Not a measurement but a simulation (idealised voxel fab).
The following process module bears the name voxel self aligned vias.
Section cut is 280 nm wide and gridded with 5 nm square cells.
Cross-section layout: square cells on a grid; listed as bands, top to bottom; a band spans one or more cell rows. Band entry format. Leading values: height of top, height of bottom, nm. Remainder: materials in left-to-right order, each with its width in nm. Special words: "full width" on a single material, which then fills the band edge to edge; "air", empty space. All heights in this document are referenced to 0, defined as the level beneath which the wafer, as received, consists entirely of one material. The lowest band is not bounded below; it extends indefinitely downward and is written in the form "top 0, no bottom". Width: "30 to 40" (first number = top row, second number = bottom row, same change from row to row of cells). "changes: none" after a step means that no cell of the cross-section changed. Voids not open to the top, 8 cells minimum: see "Unvented internal voids". Written width x height at distance; distance is from the left edge; nm. If you see something after the settings on a step's line, that's the simulator's own remark about that step. overlay nm: how far to the right of its planned place the mask lay on this masked step (negative: to the left).

List of planned process steps
1 RECEIVE,material Si
2 CONFORMAL_DEP,material SiO2,thk nm 15
3 CONFORMAL_DEP,material SiCN,thk nm 5
4 DIRECTIONAL_DEP,material lowk,thk nm 30
5 MASKED_ETCH,tone open,mask id LINES,width nm 25,pitch nm 65,etch materials lowk,depth nm 30,overlay nm 0
6 CONFORMAL_DEP,material TiN,thk nm 5
7 FILL_DEP,material Ru,thk nm 5
8 CMP,height nm 50
9 SELECTIVE_ETCH,etch materials W Ru TiN,depth nm 10
10 FILL_DEP,material SiN,thk nm 5
11 CMP,height nm 50
12 DIRECTIONAL_DEP,material lowk,thk nm 20
13 PATTERN,tone open,mask id VIAS,material resist,width nm 45,pitch nm 130,thk nm 15,overlay nm 0
14 DIRECTIONAL_ETCH,etch materials lowk,depth nm 20
15 DIRECTIONAL_ETCH,etch materials SiN,depth nm 10
16 STRIP,etch materials resist
17 CONFORMAL_DEP,material TiN,thk nm 5
18 FILL_DEP,material Ru,thk nm 5
19 CMP,height nm 70
20 CONFORMAL_DEP,material SiN,thk nm 5

First of the two wafers, run per plan

Cross-section of the wafer upon arrival, representing the state reached after step 1
	top 0, no bottom = Si full width
	Unvented internal voids: none

Wafer xsec, post step 2
	top 15, bottom 0 = SiO2 full width
	At heights below 0, the structure remains unaltered.

Wafer xsec, post step 3
	top 20, bottom 15 = SiCN full width
	At heights below 15, the structure remains unaltered.

Wafer xsec, post step 4
	top 50, bottom 20 = lowk full width
	At heights below 20, the structure remains unaltered.

Wafer xsec, post step 5
	top 50, bottom 20 = lowk 60 | air 25 | lowk 40 | air 25 | lowk 40 | air 25 | lowk 65
	At heights below 20, the structure remains unaltered.

Wafer xsec, post step 6
	top 55, bottom 50 = TiN 65 | air 15 | TiN 50 | air 15 | TiN 50 | air 15 | TiN 70
	top 50, bottom 25 = lowk 60 | TiN 5 | air 15 | TiN 5 | lowk 40 | TiN 5 | air 15 | TiN 5 | lowk 40 | TiN 5 | air 15 | TiN 5 | lowk 65
	top 25, bottom 20 = lowk 60 | TiN 25 | lowk 40 | TiN 25 | lowk 40 | TiN 25 | lowk 65
	At heights below 20, the structure remains unaltered.

Wafer xsec, post step 7
	top 60, bottom 55 = Ru full width
	top 55, bottom 50 = TiN 65 | Ru 15 | TiN 50 | Ru 15 | TiN 50 | Ru 15 | TiN 70
	top 50, bottom 25 = lowk 60 | TiN 5 | Ru 15 | TiN 5 | lowk 40 | TiN 5 | Ru 15 | TiN 5 | lowk 40 | TiN 5 | Ru 15 | TiN 5 | lowk 65
	At heights below 25, the structure remains unaltered.

Wafer xsec, post step 8
	top 50, bottom 25 = lowk 60 | TiN 5 | Ru 15 | TiN 5 | lowk 40 | TiN 5 | Ru 15 | TiN 5 | lowk 40 | TiN 5 | Ru 15 | TiN 5 | lowk 65
	At heights below 25, the structure remains unaltered.

Wafer xsec, post step 9
	top 50, bottom 40 = lowk 60 | air 25 | lowk 40 | air 25 | lowk 40 | air 25 | lowk 65
	At heights below 40, the structure remains unaltered.

Wafer xsec, post step 10
	top 55, bottom 50 = SiN full width
	top 50, bottom 40 = lowk 60 | SiN 25 | lowk 40 | SiN 25 | lowk 40 | SiN 25 | lowk 65
	At heights below 40, the structure remains unaltered.

Wafer xsec, post step 11
	top 50, bottom 40 = lowk 60 | SiN 25 | lowk 40 | SiN 25 | lowk 40 | SiN 25 | lowk 65
	At heights below 40, the structure remains unaltered.

Wafer xsec, post step 12
	top 70, bottom 50 = lowk full width
	At heights below 50, the structure remains unaltered.

Wafer xsec, post step 13
	top 85, bottom 70 = resist 50 | air 45 | resist 85 | air 45 | resist 55
	At heights below 70, the structure remains unaltered.

Wafer xsec, post step 14
	top 85, bottom 70 = resist 50 | air 45 | resist 85 | air 45 | resist 55
	top 70, bottom 50 = lowk 50 | air 45 | lowk 85 | air 45 | lowk 55
	At heights below 50, the structure remains unaltered.

Wafer xsec, post step 15
	top 85, bottom 70 = resist 50 | air 45 | resist 85 | air 45 | resist 55
	top 70, bottom 50 = lowk 50 | air 45 | lowk 85 | air 45 | lowk 55
	top 50, bottom 40 = lowk 60 | air 25 | lowk 40 | SiN 25 | lowk 40 | air 25 | lowk 65
	At heights below 40, the structure remains unaltered.

Wafer xsec, post step 16
	top 70, bottom 50 = lowk 50 | air 45 | lowk 85 | air 45 | lowk 55
	At heights below 50, the structure remains unaltered.

Wafer xsec, post step 17
	top 75, bottom 70 = TiN 55 | air 35 | TiN 95 | air 35 | TiN 60
	top 70, bottom 55 = lowk 50 | TiN 5 | air 35 | TiN 5 | lowk 85 | TiN 5 | air 35 | TiN 5 | lowk 55
	top 55, bottom 50 = lowk 50 | TiN 15 | air 15 | TiN 15 | lowk 85 | TiN 15 | air 15 | TiN 15 | lowk 55
	top 50, bottom 45 = lowk 60 | TiN 5 | air 15 | TiN 5 | lowk 40 | SiN 25 | lowk 40 | TiN 5 | air 15 | TiN 5 | lowk 65
	top 45, bottom 40 = lowk 60 | TiN 25 | lowk 40 | SiN 25 | lowk 40 | TiN 25 | lowk 65
	At heights below 40, the structure remains unaltered.

Wafer xsec, post step 18
	top 80, bottom 75 = Ru full width
	top 75, bottom 70 = TiN 55 | Ru 35 | TiN 95 | Ru 35 | TiN 60
	top 70, bottom 55 = lowk 50 | TiN 5 | Ru 35 | TiN 5 | lowk 85 | TiN 5 | Ru 35 | TiN 5 | lowk 55
	top 55, bottom 50 = lowk 50 | TiN 15 | Ru 15 | TiN 15 | lowk 85 | TiN 15 | Ru 15 | TiN 15 | lowk 55
	top 50, bottom 45 = lowk 60 | TiN 5 | Ru 15 | TiN 5 | lowk 40 | SiN 25 | lowk 40 | TiN 5 | Ru 15 | TiN 5 | lowk 65
	At heights below 45, the structure remains unaltered.

Wafer xsec, post step 19
	top 70, bottom 55 = lowk 50 | TiN 5 | Ru 35 | TiN 5 | lowk 85 | TiN 5 | Ru 35 | TiN 5 | lowk 55
	At heights below 55, the structure remains unaltered.

Wafer xsec, post step 20
	top 75, bottom 70 = SiN full width
	At heights below 70, the structure remains unaltered.

The second wafer began exactly as the first did and followed the same plan, but one mistake was made while running it; through step 13 inclusive, the two wafers are identical

Cross-section of the second wafer corresponding to the planned conclusion of step 14
	top 85, bottom 70 = resist 50 | air 45 | resist 85 | air 45 | resist 55
	top 70, bottom 50 = lowk 50 | air 45 | lowk 85 | air 45 | lowk 55
	top 50, bottom 40 = lowk 50 | air 10 | SiN 25 | air 10 | lowk 30 | SiN 25 | lowk 30 | air 10 | SiN 25 | air 10 | lowk 55
	top 40, bottom 30 = lowk 50 | air 10 | TiN 5 | Ru 15 | TiN 5 | air 10 | lowk 30 | TiN 5 | Ru 15 | TiN 5 | lowk 30 | air 10 | TiN 5 | Ru 15 | TiN 5 | air 10 | lowk 55
	At heights below 30, the structure remains unaltered.

Cross-section of the second wafer corresponding to the planned conclusion of step 15
	top 85, bottom 70 = resist 50 | air 45 | resist 85 | air 45 | resist 55
	top 70, bottom 50 = lowk 50 | air 45 | lowk 85 | air 45 | lowk 55
	top 50, bottom 40 = lowk 50 | air 45 | lowk 30 | SiN 25 | lowk 30 | air 45 | lowk 55
	At heights below 40, the structure remains unaltered.

Cross-section of the second wafer corresponding to the planned conclusion of step 16
	top 70, bottom 50 = lowk 50 | air 45 | lowk 85 | air 45 | lowk 55
	At heights below 50, the structure remains unaltered.

Cross-section of the second wafer corresponding to the planned conclusion of step 17
	top 75, bottom 70 = TiN 55 | air 35 | TiN 95 | air 35 | TiN 60
	top 70, bottom 50 = lowk 50 | TiN 5 | air 35 | TiN 5 | lowk 85 | TiN 5 | air 35 | TiN 5 | lowk 55
	top 50, bottom 45 = lowk 50 | TiN 5 | air 35 | TiN 5 | lowk 30 | SiN 25 | lowk 30 | TiN 5 | air 35 | TiN 5 | lowk 55
	top 45, bottom 40 = lowk 50 | TiN 45 | lowk 30 | SiN 25 | lowk 30 | TiN 45 | lowk 55
	top 40, bottom 30 = lowk 50 | TiN 15 | Ru 15 | TiN 15 | lowk 30 | TiN 5 | Ru 15 | TiN 5 | lowk 30 | TiN 15 | Ru 15 | TiN 15 | lowk 55
	At heights below 30, the structure remains unaltered.

Cross-section of the second wafer corresponding to the planned conclusion of step 18
	top 80, bottom 75 = Ru full width
	top 75, bottom 70 = TiN 55 | Ru 35 | TiN 95 | Ru 35 | TiN 60
	top 70, bottom 50 = lowk 50 | TiN 5 | Ru 35 | TiN 5 | lowk 85 | TiN 5 | Ru 35 | TiN 5 | lowk 55
	top 50, bottom 45 = lowk 50 | TiN 5 | Ru 35 | TiN 5 | lowk 30 | SiN 25 | lowk 30 | TiN 5 | Ru 35 | TiN 5 | lowk 55
	At heights below 45, the structure remains unaltered.

Cross-section of the second wafer corresponding to the planned conclusion of step 19
	top 70, bottom 50 = lowk 50 | TiN 5 | Ru 35 | TiN 5 | lowk 85 | TiN 5 | Ru 35 | TiN 5 | lowk 55
	At heights below 50, the structure remains unaltered.

Cross-section of the second wafer corresponding to the planned conclusion of step 20
	top 75, bottom 70 = SiN full width
	At heights below 70, the structure remains unaltered.
What went wrong in running the wafer? step 14 of the plan was twice carried out
Count the cells at the end and the second wafer has more or fewer of some materials than the first: Ru: 16 more | TiN: 16 more | lowk: 32 fewer
